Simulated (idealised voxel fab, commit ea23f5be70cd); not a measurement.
Module name: voxel trench capacitor (process module)
Cross-section cut: width 165 nm, square cells of 5 nm.
Cross-section layout: square cells on a grid; listed as bands, top to bottom; a band spans one or more cell rows. First you get the band's top height and its bottom height, in nm, and then the materials it's made of, left to right, with each width in nm. If you see a single material with "full width", that one covers the band edge to edge. "blank" is empty space. Where do heights start? At 0: under that level the wafer as delivered is made of one material only. And the lowest band has no floor; it just carries on downward, as in "0 and below". A two-number width, for instance "30..40", indicates that the width is equal to the first number in the top row of the band and to the second number in the bottom row, and that it changes by a constant amount per row of cells. The designation "no change occurred", where it is given for a processing step, indicates that no cell of the cross-section was altered in the course of that step. Each empty space that has no open way to the top and spans at least 8 cells appears under "closed voids" as width x height at distance, the distance counted from the left edge, all in nm. Post-settings text on a step line: simulator's own remark regarding the step. The "overlay nm" setting may appear on a step's line; for a step that uses a mask, it gives how far to the right of its planned position the mask lay, and a negative value indicates the left.

**The steps planned for the process are as follows**
1: RECEIVE | material Si
2: CONFORMAL_DEP | material SiN | thk nm 10
3: MASKED_ETCH | tone open | mask id TRENCH | width nm 30 | pitch nm 50 | etch materials SiN | depth nm 10 | overlay nm 0
4: MASKED_ETCH | tone open | mask id TRENCH | width nm 30 | pitch nm 50 | etch materials Si | depth nm 25 | overlay nm 0
5: CONFORMAL_DEP | material Al2O3 | thk nm 5
6: CONFORMAL_DEP | material TiN | thk nm 5
7: FILL_DEP | material W | thk nm 10
8: CMP | height nm 10

**Concerning the first of two wafers, which was run in accordance with the plan**

**Step 1 complete: cross-section of the wafer as received**
- 0 and below: Si full width
- closed voids: none

**Cross-section through the wafer, step 2 finished**
- 10 down to 0: SiN full width
- Below 0, the layers are the same as they were.

**Cross-section through the wafer, step 3 finished**
- 10 down to 0: SiN (15)  blank (30)  SiN (20)  blank (30)  SiN (20)  blank (30)  SiN (20)
- Below 0, the layers are the same as they were.

**Cross-section through the wafer, step 4 finished**
- 10 down to 0: SiN (15)  blank (30)  SiN (20)  blank (30)  SiN (20)  blank (30)  SiN (20)
- 0 down to -25: Si (15)  blank (30)  Si (20)  blank (30)  Si (20)  blank (30)  Si (20)
- Below -25, the layers are the same as they were.

**Cross-section through the wafer, step 5 finished**
- 15 down to 10: Al2O3 (20)  blank (20)  Al2O3 (30)  blank (20)  Al2O3 (30)  blank (20)  Al2O3 (25)
- 10 down to 0: SiN (15)  Al2O3 (5)  blank (20)  Al2O3 (5)  SiN (20)  Al2O3 (5)  blank (20)  Al2O3 (5)  SiN (20)  Al2O3 (5)  blank (20)  Al2O3 (5)  SiN (20)
- 0 down to -20: Si (15)  Al2O3 (5)  blank (20)  Al2O3 (5)  Si (20)  Al2O3 (5)  blank (20)  Al2O3 (5)  Si (20)  Al2O3 (5)  blank (20)  Al2O3 (5)  Si (20)
- -20 down to -25: Si (15)  Al2O3 (30)  Si (20)  Al2O3 (30)  Si (20)  Al2O3 (30)  Si (20)
- Below -25, the layers are the same as they were.

**Cross-section through the wafer, step 6 finished**
- 20 down to 15: TiN (25)  blank (10)  TiN (40)  blank (10)  TiN (40)  blank (10)  TiN (30)
- 15 down to 10: Al2O3 (20)  TiN (5)  blank (10)  TiN (5)  Al2O3 (30)  TiN (5)  blank (10)  TiN (5)  Al2O3 (30)  TiN (5)  blank (10)  TiN (5)  Al2O3 (25)
- 10 down to 0: SiN (15)  Al2O3 (5)  TiN (5)  blank (10)  TiN (5)  Al2O3 (5)  SiN (20)  Al2O3 (5)  TiN (5)  blank (10)  TiN (5)  Al2O3 (5)  SiN (20)  Al2O3 (5)  TiN (5)  blank (10)  TiN (5)  Al2O3 (5)  SiN (20)
- 0 down to -15: Si (15)  Al2O3 (5)  TiN (5)  blank (10)  TiN (5)  Al2O3 (5)  Si (20)  Al2O3 (5)  TiN (5)  blank (10)  TiN (5)  Al2O3 (5)  Si (20)  Al2O3 (5)  TiN (5)  blank (10)  TiN (5)  Al2O3 (5)  Si (20)
- -15 down to -20: Si (15)  Al2O3 (5)  TiN (20)  Al2O3 (5)  Si (20)  Al2O3 (5)  TiN (20)  Al2O3 (5)  Si (20)  Al2O3 (5)  TiN (20)  Al2O3 (5)  Si (20)
- Below -20, the layers are the same as they were.

**Cross-section through the wafer, step 7 finished**
- 30 down to 20: W full width
- 20 down to 15: TiN (25)  W (10)  TiN (40)  W (10)  TiN (40)  W (10)  TiN (30)
- 15 down to 10: Al2O3 (20)  TiN (5)  W (10)  TiN (5)  Al2O3 (30)  TiN (5)  W (10)  TiN (5)  Al2O3 (30)  TiN (5)  W (10)  TiN (5)  Al2O3 (25)
- 10 down to 0: SiN (15)  Al2O3 (5)  TiN (5)  W (10)  TiN (5)  Al2O3 (5)  SiN (20)  Al2O3 (5)  TiN (5)  W (10)  TiN (5)  Al2O3 (5)  SiN (20)  Al2O3 (5)  TiN (5)  W (10)  TiN (5)  Al2O3 (5)  SiN (20)
- 0 down to -15: Si (15)  Al2O3 (5)  TiN (5)  W (10)  TiN (5)  Al2O3 (5)  Si (20)  Al2O3 (5)  TiN (5)  W (10)  TiN (5)  Al2O3 (5)  Si (20)  Al2O3 (5)  TiN (5)  W (10)  TiN (5)  Al2O3 (5)  Si (20)
- Below -15, the layers are the same as they were.

**Cross-section through the wafer, step 8 finished**
- 10 down to 0: SiN (15)  Al2O3 (5)  TiN (5)  W (10)  TiN (5)  Al2O3 (5)  SiN (20)  Al2O3 (5)  TiN (5)  W (10)  TiN (5)  Al2O3 (5)  SiN (20)  Al2O3 (5)  TiN (5)  W (10)  TiN (5)  Al2O3 (5)  SiN (20)
- Below 0, the layers are the same as they were.

**The second wafer began exactly as the first did and followed the same plan, but one mistake was made while running it; through step 3 inclusive, the two wafers are identical**

**Planned end of step 4: second wafer, cross-section**
- 10 down to 0: SiN (15)  blank (30)  SiN (20)  blank (30)  SiN (20)  blank (30)  SiN (20)
- 0 down to -50: Si (15)  blank (30)  Si (20)  blank (30)  Si (20)  blank (30)  Si (20)
- Below -50, the layers are the same as they were.

**Planned end of step 5: second wafer, cross-section**
- 15 down to 10: Al2O3 (20)  blank (20)  Al2O3 (30)  blank (20)  Al2O3 (30)  blank (20)  Al2O3 (25)
- 10 down to 0: SiN (15)  Al2O3 (5)  blank (20)  Al2O3 (5)  SiN (20)  Al2O3 (5)  blank (20)  Al2O3 (5)  SiN (20)  Al2O3 (5)  blank (20)  Al2O3 (5)  SiN (20)
- 0 down to -45: Si (15)  Al2O3 (5)  blank (20)  Al2O3 (5)  Si (20)  Al2O3 (5)  blank (20)  Al2O3 (5)  Si (20)  Al2O3 (5)  blank (20)  Al2O3 (5)  Si (20)
- -45 down to -50: Si (15)  Al2O3 (30)  Si (20)  Al2O3 (30)  Si (20)  Al2O3 (30)  Si (20)
- Below -50, the layers are the same as they were.

**Planned end of step 6: second wafer, cross-section**
- 20 down to 15: TiN (25)  blank (10)  TiN (40)  blank (10)  TiN (40)  blank (10)  TiN (30)
- 15 down to 10: Al2O3 (20)  TiN (5)  blank (10)  TiN (5)  Al2O3 (30)  TiN (5)  blank (10)  TiN (5)  Al2O3 (30)  TiN (5)  blank (10)  TiN (5)  Al2O3 (25)
- 10 down to 0: SiN (15)  Al2O3 (5)  TiN (5)  blank (10)  TiN (5)  Al2O3 (5)  SiN (20)  Al2O3 (5)  TiN (5)  blank (10)  TiN (5)  Al2O3 (5)  SiN (20)  Al2O3 (5)  TiN (5)  blank (10)  TiN (5)  Al2O3 (5)  SiN (20)
- 0 down to -40: Si (15)  Al2O3 (5)  TiN (5)  blank (10)  TiN (5)  Al2O3 (5)  Si (20)  Al2O3 (5)  TiN (5)  blank (10)  TiN (5)  Al2O3 (5)  Si (20)  Al2O3 (5)  TiN (5)  blank (10)  TiN (5)  Al2O3 (5)  Si (20)
- -40 down to -45: Si (15)  Al2O3 (5)  TiN (20)  Al2O3 (5)  Si (20)  Al2O3 (5)  TiN (20)  Al2O3 (5)  Si (20)  Al2O3 (5)  TiN (20)  Al2O3 (5)  Si (20)
- Below -45, the layers are the same as they were.

**Planned end of step 7: second wafer, cross-section**
- 30 down to 20: W full width
- 20 down to 15: TiN (25)  W (10)  TiN (40)  W (10)  TiN (40)  W (10)  TiN (30)
- 15 down to 10: Al2O3 (20)  TiN (5)  W (10)  TiN (5)  Al2O3 (30)  TiN (5)  W (10)  TiN (5)  Al2O3 (30)  TiN (5)  W (10)  TiN (5)  Al2O3 (25)
- 10 down to 0: SiN (15)  Al2O3 (5)  TiN (5)  W (10)  TiN (5)  Al2O3 (5)  SiN (20)  Al2O3 (5)  TiN (5)  W (10)  TiN (5)  Al2O3 (5)  SiN (20)  Al2O3 (5)  TiN (5)  W (10)  TiN (5)  Al2O3 (5)  SiN (20)
- 0 down to -40: Si (15)  Al2O3 (5)  TiN (5)  W (10)  TiN (5)  Al2O3 (5)  Si (20)  Al2O3 (5)  TiN (5)  W (10)  TiN (5)  Al2O3 (5)  Si (20)  Al2O3 (5)  TiN (5)  W (10)  TiN (5)  Al2O3 (5)  Si (20)
- Below -40, the layers are the same as they were.

**Planned end of step 8: second wafer, cross-section**
- 10 down to 0: SiN (15)  Al2O3 (5)  TiN (5)  W (10)  TiN (5)  Al2O3 (5)  SiN (20)  Al2O3 (5)  TiN (5)  W (10)  TiN (5)  Al2O3 (5)  SiN (20)  Al2O3 (5)  TiN (5)  W (10)  TiN (5)  Al2O3 (5)  SiN (20)
- Below 0, the layers are the same as they were.
Nonconformance to the process plan: plan step 4 was conducted twice
Once processing is complete, comparing cell counts shows that the second wafer has more or fewer of certain materials than the first: +30 Al2O3, -90 Si, +30 TiN, +30 W
